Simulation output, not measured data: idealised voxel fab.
process module | voxel plated lines
Square cell edge 5 nm, section width 180 nm, ID cut.
We lay out every cross-section as a grid of square cells and spell it out in bands from the top down, where one band means one or more rows of cells.
Heads up on the band format: heights come first, top then bottom, in nm. After that it's the materials left to right, each with its width in nm. A single material flagged "all across" fills the whole band edge to edge, and "blank" means there's empty space there.
Heads up on the height convention: 0 is the point under which the incoming wafer is all one material, and the lowest band has no bottom, it just keeps going down, like "top 0, no bottom".
Read "30 to 40" as a graded width: first number on top, second number at the bottom, same change between each pair of neighbouring rows.
A step reported as "nothing got changed" is a step in which no cell of the cross-section changed.
Heads up: "Entrapped voids" only lists the empty pockets with no open path to the top that are 8 cells or more, and it writes them as width x height at distance, distance from the left edge, in nm.
Heads up: the bit after the settings on a step's line is the simulator's remark on that step.
"overlay nm", when on a step's line for a step with a mask, measures how far to the right of its planned place the mask lay; a negative measure means to the left.

LIST OF PLANNED PROCESS STEPS
1: RECEIVE [material Si]
2: CONFORMAL_DEP [material SiN] [thk nm 5]
3: DIRECTIONAL_DEP [material TiN] [thk nm 5]
4: PATTERN [tone open] [mask id LINES] [material resist] [width nm 15] [pitch nm 40] [thk nm 30] [overlay nm 0]
5: EPI [material Ru] [thk nm 10]
6: EPI [material Ru] [thk nm 10]
7: STRIP [etch materials resist]
8: DIRECTIONAL_ETCH [etch materials TiN] [depth nm 5]
9: CONFORMAL_DEP [material SiCN] [thk nm 10]
Heads up: all these wafers start the same, and what changes between them is the thk nm in step 2. The value you see in the plan is just what the first wafer got.

THE FIRST OF SEVERAL WAFERS AS RECEIVED, SHOWN IN CROSS-SECTION; THIS IS ITS STATE AFTER STEP 1
    top 0, no bottom: Si all across
    Entrapped voids: none

FIRST OF SEVERAL WAFERS, SECTIONED AT END OF MODULE (LAST STEP: STEP 9)
    top 40, bottom 30: blank 10 nm, SiCN 35 nm, blank 5 nm, SiCN 35 nm, blank 5 nm, SiCN 35 nm, blank 5 nm, SiCN 35 nm, blank 15 nm
    top 30, bottom 15: blank 10 nm, SiCN 10 nm, Ru 15 nm, SiCN 10 nm, blank 5 nm, SiCN 10 nm, Ru 15 nm, SiCN 10 nm, blank 5 nm, SiCN 10 nm, Ru 15 nm, SiCN 10 nm, blank 5 nm, SiCN 10 nm, Ru 15 nm, SiCN 10 nm, blank 15 nm
    top 15, bottom 10: SiCN 20 nm, Ru 15 nm, SiCN 25 nm, Ru 15 nm, SiCN 25 nm, Ru 15 nm, SiCN 25 nm, Ru 15 nm, SiCN 25 nm
    top 10, bottom 5: SiCN 20 nm, TiN 15 nm, SiCN 25 nm, TiN 15 nm, SiCN 25 nm, TiN 15 nm, SiCN 25 nm, TiN 15 nm, SiCN 25 nm
    top 5, bottom 0: SiN all across
    top 0, no bottom: Si all across
    Entrapped voids: none

CROSS-SECTION, LAST WAFER, MODULE COMPLETION
    top 60, bottom 50: blank 10 nm, SiCN 35 nm, blank 5 nm, SiCN 35 nm, blank 5 nm, SiCN 35 nm, blank 5 nm, SiCN 35 nm, blank 15 nm
    top 50, bottom 35: blank 10 nm, SiCN 10 nm, Ru 15 nm, SiCN 10 nm, blank 5 nm, SiCN 10 nm, Ru 15 nm, SiCN 10 nm, blank 5 nm, SiCN 10 nm, Ru 15 nm, SiCN 10 nm, blank 5 nm, SiCN 10 nm, Ru 15 nm, SiCN 10 nm, blank 15 nm
    top 35, bottom 30: SiCN 20 nm, Ru 15 nm, SiCN 25 nm, Ru 15 nm, SiCN 25 nm, Ru 15 nm, SiCN 25 nm, Ru 15 nm, SiCN 25 nm
    top 30, bottom 25: SiCN 20 nm, TiN 15 nm, SiCN 25 nm, TiN 15 nm, SiCN 25 nm, TiN 15 nm, SiCN 25 nm, TiN 15 nm, SiCN 25 nm
    top 25, bottom 0: SiN all across
    top 0, no bottom: Si all across
    Entrapped voids: none

ROWS = WAFERS. AT MODULE END, EACH ROW LISTS PER MATERIAL THE CELLS GAINED (+) OR LOST (-) SINCE THE WAFER WAS RECEIVED, THEN THE CLOSED VOIDS
thk nm 5, +48 Ru, +152 SiCN, +36 SiN, +12 TiN, Entrapped voids: none
thk nm 10, +48 Ru, +152 SiCN, +72 SiN, +12 TiN, Entrapped voids: none
thk nm 15, +48 Ru, +152 SiCN, +108 SiN, +12 TiN, Entrapped voids: none
thk nm 20, +48 Ru, +152 SiCN, +144 SiN, +12 TiN, Entrapped voids: none
thk nm 25, +48 Ru, +152 SiCN, +180 SiN, +12 TiN, Entrapped voids: none
